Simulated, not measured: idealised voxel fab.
Process module in this document: voxel self aligned contacts
The cross-section shown here is cut; it is 185 nm wide and divided into square cells measuring 5 nm on a side.
Heads up, the way a cross-section reads in here is a grid of square cells, handed over as bands from the top down, with every band being one or more rows of cells. A band entry consists of two parts. The first gives the height of the band's top and the height of its bottom, in nm. The rest lists the band's materials from left to right, each with its width in nm. A single material labelled with the word "all across" fills the band from edge to edge, and the word "air" marks empty space. Height datum 0, below which the as-received substrate wafer is one material. Lowest band open at the bottom, running downward: "0 down". Quick explanation for "30 to 40": the width changes in equal steps down the rows of cells, from the first number in the band's top row to the second number in its bottom row. Where a step carries "same as before", the cross-section came out of it unchanged, cell for cell. For the entry "Closed void catalog", the listed items are empty spaces with no open way to the top whose size is 8 cells or more; each item follows the pattern width x height at distance, where distance is from the left edge and all three are in nm. That trailing text on a step's line, after the settings, is the simulator's own remark on the step. Among the settings permitted on a step's line is "overlay nm"; applied to a step with a mask, it specifies the extent to which the mask lay to the right of its planned position, whereas a negative figure signifies a position to the left.
SO HERE'S THE LINEUP OF PROCESS STEPS WE PLANNED
1: op RECEIVE | material Si
2: op CONFORMAL_DEP | material SiO2 | thk nm 5
3: op DIRECTIONAL_DEP | material polySi | thk nm 25
4: op DIRECTIONAL_DEP | material SiN | thk nm 15
5: op PATTERN | tone cover | mask id GATE | material resist | width nm 25 | pitch nm 50 | thk nm 20 | overlay nm 0
6: op DIRECTIONAL_ETCH | etch materials SiN | depth nm 15
7: op DIRECTIONAL_ETCH | etch materials polySi | depth nm 25
8: op STRIP | etch materials resist
9: op CONFORMAL_DEP | material SiN | thk nm 5
10: op DIRECTIONAL_ETCH | etch materials SiN | depth nm 5
11: op FILL_DEP | material SiO2 | thk nm 20
12: op CMP | height nm 55
13: op PATTERN | tone open | mask id CONTACT | material resist | width nm 35 | thk nm 15 | overlay nm 0
14: op DIRECTIONAL_ETCH | etch materials SiO2 | depth nm 55
15: op STRIP | etch materials resist
16: op CONFORMAL_DEP | material TiN | thk nm 5
17: op FILL_DEP | material W | thk nm 10
18: op CMP | height nm 55
19: op CONFORMAL_DEP | material SiN | thk nm 5
RECEIVED-STATE CROSS-SECTION, REFLECTING COMPLETION OF STEP 1
- 0 down = Si all across
- Closed void catalog: none
FIRST WAFER AT THE END, AS PLANNED
- 60 to 55 = SiN all across
- 55 to 45 = SiO2=75 | TiN=5 to 15 | W=25 to 5 | TiN=5 to 15 | SiO2=75
- 45 to 30 = SiO2=50 | SiN=35 | TiN=5 | W=5 | TiN=5 | SiN=35 | SiO2=50
- 30 to 5 = SiO2=50 | SiN=5 | polySi=25 | SiN=5 | TiN=5 | W=5 | TiN=5 | SiN=5 | polySi=25 | SiN=5 | SiO2=50
- 5 to 0 = SiO2=85 | TiN=15 | SiO2=85
- 0 down = Si all across
- Closed void catalog: none
PRESENTED HERE IS A CROSS-SECTION OF THE SECOND OF THE TWO WAFERS AS IT STOOD AT THE END OF THE MODULE. IT WAS STARTED IN THE SAME MANNER AND ASSIGNED THE SAME PLAN AS THE FIRST WAFER; HOWEVER, ONE MISTAKE WAS MADE IN ITS EXECUTION
- 70 to 65 = SiN all across
- 65 to 60 = W all across
- 60 to 55 = TiN=80 | W=25 | TiN=80
- 55 to 45 = SiO2=75 | TiN=5 to 15 | W=25 to 5 | TiN=5 to 15 | SiO2=75
- 45 to 30 = SiO2=50 | SiN=35 | TiN=5 | W=5 | TiN=5 | SiN=35 | SiO2=50
- 30 to 5 = SiO2=50 | SiN=5 | polySi=25 | SiN=5 | TiN=5 | W=5 | TiN=5 | SiN=5 | polySi=25 | SiN=5 | SiO2=50
- 5 to 0 = SiO2=85 | TiN=15 | SiO2=85
- 0 down = Si all across
- Closed void catalog: none
what went wrong: step 18 off recipe, ran as op CMP | height nm 65
Upon completion, the second wafer contains, in terms of cells, a greater or smaller amount of certain materials than the first wafer: TiN +32 | W +42
